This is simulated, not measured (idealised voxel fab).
The process module that follows is named voxel self aligned vias.
We display cut, a cross-section 235 nm in width whose square cells are each 5 nm.
In what follows, cross-sections appear as grids of square cells, described through bands that run from the top down, where every band is one or more rows of cells. Basically the band line says how high the top is and how high the bottom is, in nm, and then what's in it from left to right, every material with its width in nm. Empty space shows up as "air", and if a single material carries "all across" it runs the full band edge to edge. Height reference: 0 = level under which incoming wafer is all one material. Lowest band: no bottom, runs on downward, e.g. "0..down". Width: "30 to 40" (first number = top row, second number = bottom row, same change from row to row of cells). What does "no alterations made" mean for a step? It means no cell of the cross-section changed in that step. Look at "Internal closed voids" for the closed voids: empty spaces with no open path to the top, sized 8 cells or up. Each is width x height at distance, distance from the left edge, all nm. Anything after a step's settings on that line? It's the simulator's own note about the step. The "overlay nm" setting may appear on a step's line; for a step that uses a mask, it gives how far to the right of its planned position the mask lay, and a negative value indicates the left.

**Here's what the planned process steps look like**
- 1: RECEIVE, material Si
- 2: CONFORMAL_DEP, material SiO2, thk nm 10
- 3: CONFORMAL_DEP, material SiCN, thk nm 5
- 4: DIRECTIONAL_DEP, material SiO2, thk nm 30
- 5: MASKED_ETCH, tone open, mask id LINES, width nm 25, pitch nm 70, etch materials SiO2, depth nm 30, overlay nm 0
- 6: CONFORMAL_DEP, material TiN, thk nm 5
- 7: FILL_DEP, material Ru, thk nm 5
- 8: CMP, height nm 45
- 9: SELECTIVE_ETCH, etch materials W Ru TiN, depth nm 10
- 10: FILL_DEP, material SiN, thk nm 10
- 11: CMP, height nm 45
- 12: DIRECTIONAL_DEP, material SiO2, thk nm 15
- 13: DIRECTIONAL_DEP, material aC, thk nm 10
- 14: PATTERN, tone open, mask id VIAS, material resist, width nm 45, pitch nm 70, thk nm 30, overlay nm 0
- 15: DIRECTIONAL_ETCH, etch materials aC, depth nm 10
- 16: STRIP, etch materials resist
- 17: DIRECTIONAL_ETCH, etch materials SiO2, depth nm 15
- 18: DIRECTIONAL_ETCH, etch materials SiN, depth nm 10
- 19: STRIP, etch materials aC
- 20: CONFORMAL_DEP, material TiN, thk nm 5
- 21: FILL_DEP, material W, thk nm 10
- 22: CMP, height nm 60
- 23: CONFORMAL_DEP, material SiN, thk nm 5

**as received, after step 1**
    0..down  Si all across
    Internal closed voids: none

**Cross-section at module end, one run error; start and plan unchanged from above**
    65..60  SiN all across
    60..50  SiO2 60, then TiN 5, then W 35, then TiN 5, then SiO2 25, then TiN 5, then W 35, then TiN 5, then SiO2 60
    50..45  SiO2 60, then TiN 45, then SiO2 25, then TiN 45, then SiO2 60
    45..35  SiN 60, then TiN 10, then SiO2 25, then TiN 10, then SiN 25, then TiN 10, then SiO2 25, then TiN 10, then SiN 60
    35..20  Ru 65, then TiN 5, then SiO2 25, then TiN 5, then Ru 35, then TiN 5, then SiO2 25, then TiN 5, then Ru 65
    20..15  TiN 70, then SiO2 25, then TiN 45, then SiO2 25, then TiN 70
    15..10  SiCN all across
    10..0  SiO2 all across
    0..down  Si all across
    Internal closed voids: none
The plan and the run diverged here: step 5 was not run as planned; what actually ran was MASKED_ETCH, tone cover, mask id LINES, width nm 25, pitch nm 70, etch materials SiO2, depth nm 30, overlay nm 0
